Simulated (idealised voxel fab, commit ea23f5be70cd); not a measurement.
voxel fin reveal: a process module
Pictured: cross-section cut, 275 nm wide, on a grid of 5 nm square cells.
Format of a cross-section: grid, square cells. Given as bands. Order: top down. Band: one or more rows of cells.
For a band, the entry starts with two heights in nm, that of the top and then that of the bottom, and carries on with the band's materials in order from left to right, each alongside its width in nm; the word "throughout" beside a single material means it fills the band edge to edge, and "air" means empty space.
Counting heights begins at 0, where everything beneath is, in the wafer as received, one material. The lowest band has no bottom; it goes on downwards, as "0 down" shows.
A width given as "30 to 40" starts at the first number in the band's top row and ends at the second number in its bottom row, shifting by an equal amount at every step from row to row.
"nothing got changed" means the step left every cell of the cross-section as it was.
"Sealed internal cavities" enumerates empty spaces isolated from the top, with no open way to it, that contain at least 8 cells, giving each as width x height at distance from the left edge, all three in nm.
Past the settings on a step's line: simulator remark, on that step.
You can add "overlay nm" to a step's line. For a step with a mask, it describes how far the mask lay to the right of its planned position, and a negative number describes a lay to the left.

-- The planned process steps are enumerated hereunder
- 1: RECEIVE [material Si]
- 2: CONFORMAL_DEP [material SiN] [thk nm 5]
- 3: PATTERN [tone cover] [mask id FINS] [material resist] [width nm 15] [pitch nm 35] [thk nm 20] [overlay nm 0]
- 4: DIRECTIONAL_ETCH [etch materials SiN] [depth nm 5]
- 5: DIRECTIONAL_ETCH [etch materials Si] [depth nm 30]
- 6: STRIP [etch materials resist]
- 7: FILL_DEP [material SiO2] [thk nm 5]
- 8: CMP [height nm 5]
- 9: SELECTIVE_ETCH [etch materials SiO2] [depth nm 15]
- 10: STRIP [etch materials SiN]

-- Cross-sectional view of the wafer in its as-received condition, corresponding to the state after step 1
> 0 down  Si throughout
> Sealed internal cavities: none

-- The plan above was carried out on the starting structure above with one mistake, and this cross-section shows the wafer at the end of the module
> 5 to 0  95 of air | 15 of SiN | 20 of air | 15 of SiN | 20 of air | 15 of SiN | 95 of air
> 0 to -10  95 of air | 15 of Si | 20 of air | 15 of Si | 20 of air | 15 of Si | 95 of air
> -10 to -30  95 of SiO2 | 15 of Si | 20 of SiO2 | 15 of Si | 20 of SiO2 | 15 of Si | 95 of SiO2
> -30 down  Si throughout
> Sealed internal cavities: none
Deviation from plan: plan step 10 never ran because it was skipped
